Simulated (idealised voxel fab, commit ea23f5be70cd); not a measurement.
The process module that follows is named voxel wiring stack.
Displayed cross-section: cut, width of 290 nm, square cells sized 5 nm.
Cross-section, as written here: a square-cell grid given band by band from the top down, where a band holds one or more rows of cells.
Heads up on the band format: heights come first, top then bottom, in nm. After that it's the materials left to right, each with its width in nm. A single material flagged "full width" fills the whole band edge to edge, and "blank" means there's empty space there.
We count height from 0. Below that, the starting wafer is all one material. The lowest band never ends at the bottom but goes on down; see "0 down" for how that is written.
So if you see something like "30..40" for the width, read it as the top row of the band sitting at the first number and the bottom row at the second, with every row in between moving by the same amount as the last.
Where a step carries "left unchanged", the cross-section came out of it unchanged, cell for cell.
The label "Cavities, closed" introduces a list of the empty spaces, 8 cells or larger, that have no open way up to the top; each entry in it reads width x height at distance, where the distance is taken from the left edge and all three are stated in nm.
Note: text after step settings on the step line = simulator remark on that step.
The "overlay nm" setting may appear on a step's line; for a step that uses a mask, it gives how far to the right of its planned position the mask lay, and a negative value indicates the left.
## So here's the lineup of process steps we planned
1 RECEIVE | material Si
2 CONFORMAL_DEP | material SiO2 | thk nm 15
3 CONFORMAL_DEP | material SiCN | thk nm 5
4 DIRECTIONAL_DEP | material lowk | thk nm 20
5 DIRECTIONAL_DEP | material aC | thk nm 10
6 PATTERN | tone open | mask id METAL_1 | material resist | width nm 30 | pitch nm 45 | thk nm 25 | overlay nm 0
7 DIRECTIONAL_ETCH | etch materials aC | depth nm 10
8 STRIP | etch materials resist
9 DIRECTIONAL_ETCH | etch materials lowk | depth nm 20
10 DIRECTIONAL_ETCH | etch materials SiCN | depth nm 5
11 STRIP | etch materials aC
12 CONFORMAL_DEP | material TiN | thk nm 5
13 FILL_DEP | material Cu | thk nm 10
14 CMP | height nm 40
15 CONFORMAL_DEP | material SiCN | thk nm 5
16 DIRECTIONAL_DEP | material SiO2 | thk nm 15
17 PATTERN | tone open | mask id PLUG_1 | material resist | width nm 15 | pitch nm 45 | thk nm 15 | overlay nm 0
18 DIRECTIONAL_ETCH | etch materials SiO2 | depth nm 15
19 DIRECTIONAL_ETCH | etch materials SiCN | depth nm 5
20 STRIP | etch materials resist
21 EPI | material Ru | thk nm 10
22 EPI | material Ru | thk nm 10
23 CONFORMAL_DEP | material SiCN | thk nm 5
24 DIRECTIONAL_DEP | material lowk | thk nm 20
25 MASKED_ETCH | tone open | mask id METAL_2 | width nm 30 | pitch nm 45 | etch materials lowk | depth nm 20 | overlay nm 0
26 MASKED_ETCH | tone open | mask id METAL_2 | width nm 30 | pitch nm 45 | etch materials SiCN | depth nm 5 | overlay nm 0
27 CONFORMAL_DEP | material TiN | thk nm 5
28 FILL_DEP | material W | thk nm 10
29 CMP | height nm 85
30 CONFORMAL_DEP | material SiCN | thk nm 5
31 DIRECTIONAL_DEP | material lowk | thk nm 25
32 PATTERN | tone open | mask id METAL_3_HOLES | material resist | width nm 15 | pitch nm 90 | thk nm 15 | overlay nm 0
33 DIRECTIONAL_ETCH | etch materials lowk | depth nm 25
34 STRIP | etch materials resist
35 DIRECTIONAL_DEP | material aC | thk nm 15
36 PATTERN | tone open | mask id METAL_3 | material resist | width nm 30 | pitch nm 45 | thk nm 35 | overlay nm 0
37 DIRECTIONAL_ETCH | etch materials aC | depth nm 15
38 STRIP | etch materials resist
39 DIRECTIONAL_ETCH | etch materials lowk | depth nm 15
40 DIRECTIONAL_ETCH | etch materials SiCN | depth nm 5
41 STRIP | etch materials aC
42 CONFORMAL_DEP | material TiN | thk nm 5
43 FILL_DEP | material Cu | thk nm 5
44 CMP | height nm 115
45 CONFORMAL_DEP | material SiCN | thk nm 5
## Cross-section of the wafer as it came to us, i.e., already through step 1
  0 down  Si full width
  Cavities, closed: none
## The first of the two wafers as seen in cross-section once the module was finished; processing followed the plan
  120 to 115  SiCN full width
  115 to 105  lowk 60, then TiN 5, then Cu 20, then TiN 5, then lowk 15, then TiN 5, then Cu 20, then TiN 5, then lowk 15, then TiN 5, then Cu 20, then TiN 5, then lowk 15, then TiN 5, then Cu 20, then TiN 5, then lowk 65
  105 to 100  lowk 60, then TiN 5, then Cu 5, then TiN 20, then lowk 15, then TiN 30, then lowk 15, then TiN 5, then Cu 5, then TiN 20, then lowk 15, then TiN 30, then lowk 65
  100 to 90  lowk 60, then TiN 5, then Cu 5, then TiN 5, then lowk 75, then TiN 5, then Cu 5, then TiN 5, then lowk 125
  90 to 85  SiCN 60, then TiN 15, then SiCN 75, then TiN 15, then SiCN 125
  85 to 65  lowk 60, then TiN 5, then W 20, then TiN 5, then lowk 15, then TiN 5, then W 20, then TiN 5, then lowk 15, then TiN 5, then W 20, then TiN 5, then lowk 15, then TiN 5, then W 20, then TiN 5, then lowk 65
  65 to 60  SiCN 60, then TiN 30, then SiCN 15, then TiN 30, then SiCN 15, then TiN 30, then SiCN 15, then TiN 30, then SiCN 65
  60 to 45  SiO2 60, then Ru 15, then SiO2 30, then Ru 15, then SiO2 30, then Ru 15, then SiO2 30, then Ru 15, then SiO2 80
  45 to 40  SiCN 60, then Ru 15, then SiCN 30, then Ru 15, then SiCN 30, then Ru 15, then SiCN 30, then Ru 15, then SiCN 80
  40 to 20  lowk 60, then TiN 5, then Cu 20, then TiN 5, then lowk 15, then TiN 5, then Cu 20, then TiN 5, then lowk 15, then TiN 5, then Cu 20, then TiN 5, then lowk 15, then TiN 5, then Cu 20, then TiN 5, then lowk 65
  20 to 15  SiCN 60, then TiN 30, then SiCN 15, then TiN 30, then SiCN 15, then TiN 30, then SiCN 15, then TiN 30, then SiCN 65
  15 to 0  SiO2 full width
  0 down  Si full width
  Cavities, closed: none
## End-of-module cross-section of the second wafer: identical starting point and process plan to the first, with one processing mistake
  120 to 115  SiCN full width
  115 to 105  lowk 60, then TiN 5, then Cu 20, then TiN 5, then lowk 15, then TiN 5, then Cu 20, then TiN 5, then lowk 15, then TiN 5, then Cu 20, then TiN 5, then lowk 15, then TiN 5, then Cu 20, then TiN 5, then lowk 65
  105 to 100  lowk 60, then TiN 5, then Cu 5, then TiN 20, then lowk 15, then TiN 30, then lowk 15, then TiN 5, then Cu 5, then TiN 20, then lowk 15, then TiN 30, then lowk 65
  100 to 90  lowk 60, then TiN 5, then Cu 5, then TiN 5, then lowk 75, then TiN 5, then Cu 5, then TiN 5, then lowk 125
  90 to 85  SiCN 60, then TiN 15, then SiCN 75, then TiN 15, then SiCN 125
  85 to 65  lowk 60, then TiN 5, then W 20, then TiN 5, then lowk 15, then TiN 5, then W 20, then TiN 5, then lowk 15, then TiN 5, then W 20, then TiN 5, then lowk 15, then TiN 5, then W 20, then TiN 5, then lowk 65
  65 to 55  SiCN 60..65, then TiN 30..5, then SiCN 15..40, then TiN 30..5, then SiCN 15..40, then TiN 30..5, then SiCN 15..40, then TiN 30..5, then SiCN 65..85
  55 to 40  SiO2 full width
  40 to 20  lowk 60, then TiN 5, then Cu 20, then TiN 5, then lowk 15, then TiN 5, then Cu 20, then TiN 5, then lowk 15, then TiN 5, then Cu 20, then TiN 5, then lowk 15, then TiN 5, then Cu 20, then TiN 5, then lowk 65
  20 to 15  SiCN 60, then TiN 30, then SiCN 15, then TiN 30, then SiCN 15, then TiN 30, then SiCN 15, then TiN 30, then SiCN 65
  15 to 0  SiO2 full width
  0 down  Si full width
  Cavities, closed: none
So what did we get wrong on this run? a sequencing error occurred in which plan steps 15 and 16 were transposed
Materials where the second wafer ends with more or fewer cells than the first: -48 Ru, +8 SiCN, +36 SiO2, +4 TiN
